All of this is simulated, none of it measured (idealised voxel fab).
Herein follows the process module entitled voxel spacer lines.
FYI the section here is cut, 225 nm wide, cells are 5 nm squares.
Cross-section, as written here: a square-cell grid given band by band from the top down, where a band holds one or more rows of cells. Top, bottom (nm), then materials left to right with widths (nm); lone material tagged "all across" fills the whole band edge to edge; "blank" = empty space. It should be noted that heights are counted from 0, beneath which the wafer as supplied is of one material throughout, and that the lowest band possesses no lower boundary but continues downward, as written in "0 nm and below". You'd read "30->40" like this: the band's top row of cells is as wide as the first number, its bottom row is as wide as the second, and going down, every row changes width by the same amount as the row before did. "left unchanged" for a step: no cell of the cross-section changed in that step. What "Cavities, closed" gives you is every empty space of 8 cells or more that is cut off from the top. Each appears as width x height at distance, with the distance taken from the left edge and width, height and distance all in nm. Heads up: the bit after the settings on a step's line is the simulator's remark on that step. overlay nm: right-of-plan distance of the mask on a masked step; negative values mean left-of-plan.

Steps planned for the process
1 RECEIVE with material Si
2 CONFORMAL_DEP with material Al2O3, thk nm 10
3 DIRECTIONAL_DEP with material W, thk nm 15
4 DIRECTIONAL_DEP with material aC, thk nm 25
5 PATTERN with tone cover, mask id MANDREL, material resist, width nm 25, pitch nm 80, thk nm 30, overlay nm 0
6 DIRECTIONAL_ETCH with etch materials aC, depth nm 25
7 STRIP with etch materials resist
8 CONFORMAL_DEP with material SiO2, thk nm 15
9 DIRECTIONAL_ETCH with etch materials SiO2, depth nm 15
10 STRIP with etch materials aC
11 DIRECTIONAL_ETCH with etch materials W, depth nm 15
12 STRIP with etch materials SiO2

Cross-section of the wafer as it came to us, i.e., already through step 1
> 0 nm and below: Si all across
> Cavities, closed: none

Looking at the first of two wafers in cross-section at end of module - ran to plan
> 25 nm to 10 nm: blank: 5 / W: 15 / blank: 25 / W: 15 / blank: 25 / W: 15 / blank: 25 / W: 15 / blank: 25 / W: 15 / blank: 25 / W: 15 / blank: 5
> 10 nm to 0 nm: Al2O3 all across
> 0 nm and below: Si all across
> Cavities, closed: none

Cross-sectional view: second of two wafers, end of module; start and plan identical to the first, one mistake in running
> 25 nm to 10 nm: W: 15 / blank: 25 / W: 15 / blank: 25 / W: 15 / blank: 25 / W: 15 / blank: 25 / W: 15 / blank: 25 / W: 15 / blank: 10
> 10 nm to 0 nm: Al2O3 all across
> 0 nm and below: Si all across
> Cavities, closed: none
Finding, execution versus plan: planned and actual differ for step 5; actual: PATTERN with tone cover, mask id MANDREL, material resist, width nm 25, pitch nm 80, thk nm 30, overlay nm -5
At the close, every material occupies the same number of cells on the second wafer as on the first, only in different positions.
